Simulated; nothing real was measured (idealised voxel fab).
Process module in this document: voxel capacitor over wiring
In the cross-section labelled cut, the width is 205 nm and each square cell is 5 nm.
Cross-section, as written here: a square-cell grid given band by band from the top down, where a band holds one or more rows of cells. For a band, the entry starts with two heights in nm, that of the top and then that of the bottom, and carries on with the band's materials in order from left to right, each alongside its width in nm; the word "all across" beside a single material means it fills the band edge to edge, and "blank" means empty space. Measure heights from 0. That's the level where, below it, the as-received wafer is all one material. The lowest band is bottomless and extends downward; write it as in "z 0 and below". Width "30..40": first value at the band's top row of cells, second value at its bottom row, equal change from row to row. Basically "nothing altered" means that step didn't change any cell in the cross-section. Listed in "Fully sealed cavities": every empty space of 8 or more cells without an open way to the top. Form: width x height at distance, the distance being from the left edge, all in nm. Formally, on a step line, whatever follows the settings is a remark that the simulator itself makes on the step. On any step carrying a mask, the "overlay nm" setting, if present on the step's line, tells how far right of its planned place the mask lay; negative values point to the left.
Here's what the planned process steps look like
1: RECEIVE with material Si
2: CONFORMAL_DEP with material SiO2, thk nm 15
3: DIRECTIONAL_DEP with material TiN, thk nm 5
4: DIRECTIONAL_DEP with material Ru, thk nm 20
5: PATTERN with tone cover, mask id METAL_1, material resist, width nm 25, pitch nm 90, thk nm 20, overlay nm 0
6: DIRECTIONAL_ETCH with etch materials Ru, depth nm 20
7: DIRECTIONAL_ETCH with etch materials TiN, depth nm 5
8: STRIP with etch materials resist
9: CONFORMAL_DEP with material SiCN, thk nm 5
10: FILL_DEP with material lowk, thk nm 5
11: CMP with height nm 40
12: CONFORMAL_DEP with material SiCN, thk nm 5
13: DIRECTIONAL_DEP with material SiO2, thk nm 10
14: PATTERN with tone open, mask id PLUG_1, material resist, width nm 15, thk nm 20, overlay nm 0
15: DIRECTIONAL_ETCH with etch materials SiO2, depth nm 10
16: DIRECTIONAL_ETCH with etch materials SiCN, depth nm 5
17: STRIP with etch materials resist
18: EPI with material Ru, thk nm 10
19: EPI with material Ru, thk nm 5
20: DIRECTIONAL_DEP with material TiN, thk nm 10
21: DIRECTIONAL_DEP with material Al2O3, thk nm 5
22: DIRECTIONAL_DEP with material TiN, thk nm 10
23: PATTERN with tone cover, mask id UPPER_PLATE, material resist, width nm 70, thk nm 15, overlay nm 0
24: DIRECTIONAL_ETCH with etch materials TiN, depth nm 10
25: DIRECTIONAL_ETCH with etch materials Al2O3, depth nm 5
26: STRIP with etch materials resist
27: PATTERN with tone cover, mask id LOWER_PLATE, material resist, width nm 80, thk nm 20, overlay nm 0
28: DIRECTIONAL_ETCH with etch materials TiN, depth nm 10
29: STRIP with etch materials resist
30: FILL_DEP with material SiO2, thk nm 20
31: CMP with height nm 95
32: DIRECTIONAL_DEP with material aC, thk nm 15
33: PATTERN with tone open, mask id PLUG_2, material resist, width nm 15, thk nm 30, overlay nm 0
34: DIRECTIONAL_ETCH with etch materials aC, depth nm 15
35: STRIP with etch materials resist
36: DIRECTIONAL_ETCH with etch materials SiO2, depth nm 15
37: STRIP with etch materials aC
38: CONFORMAL_DEP with material TiN, thk nm 5
39: FILL_DEP with material W, thk nm 10
40: CMP with height nm 95
41: CONFORMAL_DEP with material SiCN, thk nm 5
Cross-section, incoming material, after step 1
* z 0 and below = Si all across
* Fully sealed cavities: none
Wafer at module end, in section. Began as above, planned as above, run with one mistake
* z 100 to 95 = SiCN all across
* z 95 to 85 = SiO2 65 nm, then TiN 5 nm, then W 5 nm, then TiN 5 nm, then SiO2 125 nm
* z 85 to 80 = SiO2 65 nm, then TiN 15 nm, then SiO2 125 nm
* z 80 to 70 = SiO2 60 nm, then TiN 65 nm, then SiO2 80 nm
* z 70 to 65 = SiO2 55 nm, then Al2O3 70 nm, then SiO2 80 nm
* z 65 to 55 = SiO2 55 nm, then TiN 85 nm, then SiO2 65 nm
* z 55 to 45 = SiO2 55 nm, then Ru 15 nm, then SiO2 135 nm
* z 45 to 40 = SiCN 55 nm, then Ru 15 nm, then SiCN 135 nm
* z 40 to 20 = lowk 40 nm, then SiCN 5 nm, then Ru 25 nm, then SiCN 5 nm, then lowk 55 nm, then SiCN 5 nm, then Ru 25 nm, then SiCN 5 nm, then lowk 40 nm
* z 20 to 15 = SiCN 45 nm, then TiN 25 nm, then SiCN 65 nm, then TiN 25 nm, then SiCN 45 nm
* z 15 to 0 = SiO2 all across
* z 0 and below = Si all across
* Fully sealed cavities: none
The plan and the run diverged here: step 27 changed vs plan, executed as PATTERN with tone cover, mask id LOWER_PLATE, material resist, width nm 80, thk nm 20, overlay nm 10
